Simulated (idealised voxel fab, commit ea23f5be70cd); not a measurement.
process module | voxel fin reveal
cross-section cut | 285 nm wide | cells 5 nm
A cross-section is a grid of square cells, given in bands from the top down. A band is one or more rows of cells.
Each band's line starts with the height of the band's top and of its bottom, in nm. Then come its materials from left to right, each with its width in nm. One material with "throughout" fills the band from edge to edge. "air" is empty space.
Height 0 is the level under which the wafer as received is all one material. The lowest band goes on downwards, as in "0 down".
A width such as "30 to 40" changes by the same amount from each row of cells to the next, from the band's top row to its bottom row.
"no change" after a step means that no cell of the cross-section changed.
closed voids: empty space of 8 cells or more with no open way to the top, each as width x height at its distance from the left edge, in nm
after a step's settings: what the simulator itself notes on the step
overlay nm, on a step with a mask: how far to the right of its planned place the mask lay; to the left if negative
plan
1 op RECEIVE | material Si
2 op CONFORMAL_DEP | material SiN | thk nm 10
3 op DIRECTIONAL_DEP | material aC | thk nm 15
4 op PATTERN | tone cover | mask id FINS | material resist | width nm 15 | pitch nm 45 | thk nm 35 | overlay nm 0
5 op DIRECTIONAL_ETCH | etch materials aC | depth nm 15
6 op STRIP | etch materials resist
7 op DIRECTIONAL_ETCH | etch materials SiN | depth nm 10
8 op DIRECTIONAL_ETCH | etch materials Si | depth nm 35
9 op STRIP | etch materials aC
10 op FILL_DEP | material SiO2 | thk nm 10
11 op CMP | height nm 10
12 op SELECTIVE_ETCH | etch materials SiO2 | depth nm 35
13 op STRIP | etch materials SiN
14 op CONFORMAL_DEP | material HfO2 | thk nm 5
first wafer, as planned
as received, after step 1
  0 down: Si throughout
  closed voids: none
after step 2
  10 to 0: SiN throughout
  below 0: unchanged
after step 3
  25 to 10: aC throughout
  below 10: unchanged
after step 4
  60 to 25: air 90 | resist 15 | air 30 | resist 15 | air 30 | resist 15 | air 90
  below 25: unchanged
after step 5
  45 to 25: air 90 | resist 15 | air 30 | resist 15 | air 30 | resist 15 | air 90
  25 to 10: air 90 | aC 15 | air 30 | aC 15 | air 30 | aC 15 | air 90
  below 10: unchanged
after step 6
  25 to 10: air 90 | aC 15 | air 30 | aC 15 | air 30 | aC 15 | air 90
  below 10: unchanged
after step 7
  25 to 10: air 90 | aC 15 | air 30 | aC 15 | air 30 | aC 15 | air 90
  10 to 0: air 90 | SiN 15 | air 30 | SiN 15 | air 30 | SiN 15 | air 90
  below 0: unchanged
after step 8
  25 to 10: air 90 | aC 15 | air 30 | aC 15 | air 30 | aC 15 | air 90
  10 to 0: air 90 | SiN 15 | air 30 | SiN 15 | air 30 | SiN 15 | air 90
  0 to -35: air 90 | Si 15 | air 30 | Si 15 | air 30 | Si 15 | air 90
  below -35: unchanged
after step 9
  10 to 0: air 90 | SiN 15 | air 30 | SiN 15 | air 30 | SiN 15 | air 90
  below 0: unchanged
after step 10
  20 to 10: SiO2 throughout
  10 to 0: SiO2 90 | SiN 15 | SiO2 30 | SiN 15 | SiO2 30 | SiN 15 | SiO2 90
  0 to -35: SiO2 90 | Si 15 | SiO2 30 | Si 15 | SiO2 30 | Si 15 | SiO2 90
  below -35: unchanged
after step 11
  10 to 0: SiO2 90 | SiN 15 | SiO2 30 | SiN 15 | SiO2 30 | SiN 15 | SiO2 90
  below 0: unchanged
after step 12
  10 to 0: air 90 | SiN 15 | air 30 | SiN 15 | air 30 | SiN 15 | air 90
  0 to -25: air 90 | Si 15 | air 30 | Si 15 | air 30 | Si 15 | air 90
  below -25: unchanged
after step 13
  0 to -25: air 90 | Si 15 | air 30 | Si 15 | air 30 | Si 15 | air 90
  below -25: unchanged
after step 14
  5 to 0: air 85 | HfO2 25 | air 20 | HfO2 25 | air 20 | HfO2 25 | air 85
  0 to -20: air 85 | HfO2 5 | Si 15 | HfO2 5 | air 20 | HfO2 5 | Si 15 | HfO2 5 | air 20 | HfO2 5 | Si 15 | HfO2 5 | air 85
  -20 to -25: HfO2 90 | Si 15 | HfO2 30 | Si 15 | HfO2 30 | Si 15 | HfO2 90
  below -25: unchanged
second wafer: like start, like plan, one mistake. Through step 11 it matches the first wafer
when step 12 should have ended
  10 to 0: SiO2 90 | air 15 | SiO2 30 | air 15 | SiO2 30 | air 15 | SiO2 90
  below 0: unchanged
when step 13 should have ended
  0 to -25: air 90 | Si 15 | air 30 | Si 15 | air 30 | Si 15 | air 90
  -25 to -35: SiO2 55 | air 35 | Si 15 | air 30 | Si 15 | air 30 | Si 15 | air 35 | SiO2 55
  below -35: unchanged
when step 14 should have ended
  5 to 0: air 85 | HfO2 25 | air 20 | HfO2 25 | air 20 | HfO2 25 | air 85
  0 to -20: air 85 | HfO2 5 | Si 15 | HfO2 5 | air 20 | HfO2 5 | Si 15 | HfO2 5 | air 20 | HfO2 5 | Si 15 | HfO2 5 | air 85
  -20 to -25: HfO2 60 | air 25 | HfO2 5 | Si 15 | HfO2 5 | air 20 | HfO2 5 | Si 15 | HfO2 5 | air 20 | HfO2 5 | Si 15 | HfO2 5 | air 25 | HfO2 60
  -25 to -30: SiO2 55 | HfO2 5 | air 25 | HfO2 5 | Si 15 | HfO2 5 | air 20 | HfO2 5 | Si 15 | HfO2 5 | air 20 | HfO2 5 | Si 15 | HfO2 5 | air 25 | HfO2 5 | SiO2 55
  -30 to -35: SiO2 55 | HfO2 35 | Si 15 | HfO2 30 | Si 15 | HfO2 30 | Si 15 | HfO2 35 | SiO2 55
  below -35: unchanged
what went wrong: steps 12 and 13 were swapped
at the end the second wafer has, in cells: 16 more of HfO2 | 52 fewer of SiO2
